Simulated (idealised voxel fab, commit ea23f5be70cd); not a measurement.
process module | voxel ribs on slabs
cross-section cut | 260 nm wide | cells 5 nm
A cross-section is a grid of square cells, given in bands from the top down. A band is one or more rows of cells.
Each band's line starts with the height of the band's top and of its bottom, in nm. Then come its materials from left to right, each with its width in nm. One material with "throughout" fills the band from edge to edge. "air" is empty space.
Height 0 is the level under which the wafer as received is all one material. The lowest band goes on downwards, as in "0 down".
A width such as "30 to 40" changes by the same amount from each row of cells to the next, from the band's top row to its bottom row.
"no change" after a step means that no cell of the cross-section changed.
closed voids: empty space of 8 cells or more with no open way to the top, each as width x height at its distance from the left edge, in nm
after a step's settings: what the simulator itself notes on the step
overlay nm, on a step with a mask: how far to the right of its planned place the mask lay; to the left if negative
plan
1 op RECEIVE | material Si
2 op DIRECTIONAL_DEP | material SiO2 | thk nm 25
3 op DIRECTIONAL_DEP | material polySi | thk nm 25
4 op MASKED_ETCH | tone cover | mask id RIB | width nm 25 | etch materials polySi | depth nm 20 | overlay nm 0
5 op PATTERN | tone cover | mask id SLAB | material resist | width nm 65 | thk nm 20 | overlay nm 0
6 op DIRECTIONAL_ETCH | etch materials polySi | depth nm 5
7 op STRIP | etch materials resist
8 op FILL_DEP | material SiO2 | thk nm 30
9 op CMP | height nm 70
10 op DIRECTIONAL_DEP | material TiN | thk nm 5
11 op DIRECTIONAL_DEP | material aC | thk nm 15
12 op PATTERN | tone cover | mask id HEATER | material resist | width nm 35 | thk nm 35 | overlay nm 0
13 op DIRECTIONAL_ETCH | etch materials aC | depth nm 15
14 op STRIP | etch materials resist
15 op DIRECTIONAL_ETCH | etch materials TiN | depth nm 5
16 op STRIP | etch materials aC
17 op CONFORMAL_DEP | material SiO2 | thk nm 10
as received, after step 1
  0 down: Si throughout
  closed voids: none
a wafer at the end: this start, this plan, one mistake
  85 to 80: air 100 | SiO2 55 | air 105
  80 to 75: SiO2 throughout
  75 to 70: SiO2 110 | TiN 35 | SiO2 115
  70 to 55: SiO2 115 | polySi 25 | SiO2 120
  55 to 50: SiO2 95 | polySi 65 | SiO2 100
  50 to 0: SiO2 throughout
  0 down: Si throughout
  closed voids: none
what went wrong: step 2 was run twice
